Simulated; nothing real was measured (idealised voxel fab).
process module | voxel capacitor over wiring
cross-section cut | 230 nm wide | cells 5 nm
A cross-section is a grid of square cells, given in bands from the top down. A band is one or more rows of cells.
Each band's line starts with the height of the band's top and of its bottom, in nm. Then come its materials from left to right, each with its width in nm. One material with "throughout" fills the band from edge to edge. "air" is empty space.
Height 0 is the level under which the wafer as received is all one material. The lowest band goes on downwards, as in "0 down".
A width such as "30 to 40" changes by the same amount from each row of cells to the next, from the band's top row to its bottom row.
"no change" after a step means that no cell of the cross-section changed.
closed voids: empty space of 8 cells or more with no open way to the top, each as width x height at its distance from the left edge, in nm
after a step's settings: what the simulator itself notes on the step
overlay nm, on a step with a mask: how far to the right of its planned place the mask lay; to the left if negative
plan
1 op RECEIVE | material Si
2 op CONFORMAL_DEP | material SiO2 | thk nm 15
3 op DIRECTIONAL_DEP | material TiN | thk nm 5
4 op DIRECTIONAL_DEP | material Ru | thk nm 15
5 op MASKED_ETCH | tone cover | mask id METAL_1 | width nm 25 | pitch nm 80 | etch materials Ru | depth nm 15 | overlay nm 0
6 op MASKED_ETCH | tone cover | mask id METAL_1 | width nm 25 | pitch nm 80 | etch materials TiN | depth nm 5 | overlay nm 0
7 op FILL_DEP | material SiO2 | thk nm 5
8 op CMP | height nm 35
9 op CONFORMAL_DEP | material SiCN | thk nm 5
10 op DIRECTIONAL_DEP | material SiO2 | thk nm 20
11 op PATTERN | tone open | mask id PLUG_1 | material resist | width nm 15 | thk nm 20 | overlay nm 0
12 op DIRECTIONAL_ETCH | etch materials SiO2 | depth nm 20
13 op DIRECTIONAL_ETCH | etch materials SiCN | depth nm 5
14 op STRIP | etch materials resist
15 op CONFORMAL_DEP | material TiN | thk nm 5
16 op FILL_DEP | material Cu | thk nm 5
17 op CMP | height nm 60
18 op DIRECTIONAL_DEP | material TiN | thk nm 5
19 op DIRECTIONAL_DEP | material SiN | thk nm 5
20 op DIRECTIONAL_DEP | material TiN | thk nm 10
21 op PATTERN | tone cover | mask id UPPER_PLATE | material resist | width nm 60 | thk nm 20 | overlay nm 0
22 op DIRECTIONAL_ETCH | etch materials TiN | depth nm 10
23 op DIRECTIONAL_ETCH | etch materials SiN | depth nm 5
24 op STRIP | etch materials resist
25 op DIRECTIONAL_DEP | material aC | thk nm 15
26 op PATTERN | tone cover | mask id LOWER_PLATE | material resist | width nm 70 | thk nm 30 | overlay nm 0
27 op DIRECTIONAL_ETCH | etch materials aC | depth nm 15
28 op STRIP | etch materials resist
29 op DIRECTIONAL_ETCH | etch materials TiN | depth nm 5
30 op STRIP | etch materials aC
31 op FILL_DEP | material SiO2 | thk nm 15
32 op CMP | height nm 90
33 op DIRECTIONAL_DEP | material aC | thk nm 10
34 op PATTERN | tone open | mask id PLUG_2 | material resist | width nm 15 | thk nm 30 | overlay nm 0
35 op DIRECTIONAL_ETCH | etch materials aC | depth nm 10
36 op STRIP | etch materials resist
37 op DIRECTIONAL_ETCH | etch materials SiO2 | depth nm 10
38 op STRIP | etch materials aC
39 op CONFORMAL_DEP | material TiN | thk nm 5
40 op FILL_DEP | material Ru | thk nm 5
41 op CMP | height nm 90
42 op CONFORMAL_DEP | material SiCN | thk nm 5
as received, after step 1
  0 down: Si throughout
  closed voids: none
a wafer at the end: this start, this plan, one mistake
  95 to 90: SiCN throughout
  90 to 85: SiO2 80 | TiN 5 | Ru 5 | TiN 5 | SiO2 135
  85 to 80: SiO2 80 | TiN 15 | SiO2 135
  80 to 70: SiO2 70 | TiN 60 | SiO2 100
  70 to 65: SiO2 70 | SiN 60 | SiO2 100
  65 to 60: SiO2 65 | TiN 70 | SiO2 95
  60 to 40: SiO2 70 | TiN 5 | Cu 5 | TiN 5 | SiO2 145
  40 to 35: SiCN 70 | TiN 15 | SiCN 145
  35 to 30: SiO2 60 | TiN 25 | SiO2 55 | TiN 25 | SiO2 65
  30 to 0: SiO2 throughout
  0 down: Si throughout
  closed voids: none
what went wrong: step 2 was run twice
